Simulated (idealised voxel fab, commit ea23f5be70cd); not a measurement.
Name of the process module below: voxel lift off
We display cut, a cross-section 190 nm in width whose square cells are each 5 nm.
Cross-sections here: square-cell grids, written as top-down lists of bands, a band being one or more rows of cells. A band entry consists of two parts. The first gives the height of the band's top and the height of its bottom, in nm. The rest lists the band's materials from left to right, each with its width in nm. A single material labelled with the word "everywhere" fills the band from edge to edge, and the word "air" marks empty space. Where do heights start? At 0: under that level the wafer as delivered is made of one material only. And the lowest band has no floor; it just carries on downward, as in "0 nm and below". Width: "30 to 40" (first number = top row, second number = bottom row, same change from row to row of cells). What does "nothing changed" mean for a step? It means no cell of the cross-section changed in that step. The entry "Trapped void list" lists the empty spaces that cover at least 8 cells and have no open path to the top. Each is written as width x height at distance, where the distance is measured from the left edge and all three values are in nm. Heads up: the bit after the settings on a step's line is the simulator's remark on that step. The setting "overlay nm" may be written on the line of a step. When the step uses a mask, the value reports how far to the right of the planned place the mask lay, and a negative value reports that it lay to the left.

Set out below are the planned steps of the process:
1 RECEIVE: material Si
2 CONFORMAL_DEP: material SiN, thk nm 15
3 PATTERN: tone open, mask id LINES, material resist, width nm 30, pitch nm 50, thk nm 30, overlay nm 0
4 DIRECTIONAL_DEP: material Ru, thk nm 15
5 STRIP: etch materials resist
6 CONFORMAL_DEP: material SiO2, thk nm 5

Delivered wafer in cross-section: state after step 1:
    0 nm and below | Si everywhere
    Trapped void list: none

The first of two wafers, cross-sectioned at the end of the module, with the run proceeding as planned:
    35 nm to 30 nm | air: 25, SiO2: 40, air: 10, SiO2: 40, air: 10, SiO2: 40, air: 25
    30 nm to 20 nm | air: 25, SiO2: 5, Ru: 30, SiO2: 5, air: 10, SiO2: 5, Ru: 30, SiO2: 5, air: 10, SiO2: 5, Ru: 30, SiO2: 5, air: 25
    20 nm to 15 nm | SiO2: 30, Ru: 30, SiO2: 20, Ru: 30, SiO2: 20, Ru: 30, SiO2: 30
    15 nm to 0 nm | SiN everywhere
    0 nm and below | Si everywhere
    Trapped void list: none

End of module, second wafer, cross-section. Started like the first, planned like the first, run with one mistake:
    25 nm to 20 nm | air: 25, SiO2: 40, air: 10, SiO2: 40, air: 10, SiO2: 40, air: 25
    20 nm to 10 nm | air: 25, SiO2: 5, Ru: 30, SiO2: 5, air: 10, SiO2: 5, Ru: 30, SiO2: 5, air: 10, SiO2: 5, Ru: 30, SiO2: 5, air: 25
    10 nm to 5 nm | SiO2: 30, Ru: 30, SiO2: 20, Ru: 30, SiO2: 20, Ru: 30, SiO2: 30
    5 nm to 0 nm | SiN everywhere
    0 nm and below | Si everywhere
    Trapped void list: none
Heads up, the wafer didn't run the way we planned it: step 2, actual vs plan mismatch, actual run CONFORMAL_DEP: material SiN, thk nm 5
Looking at both finished wafers in cells, the second ends up ahead of or behind the first on some materials: 76 fewer of SiN
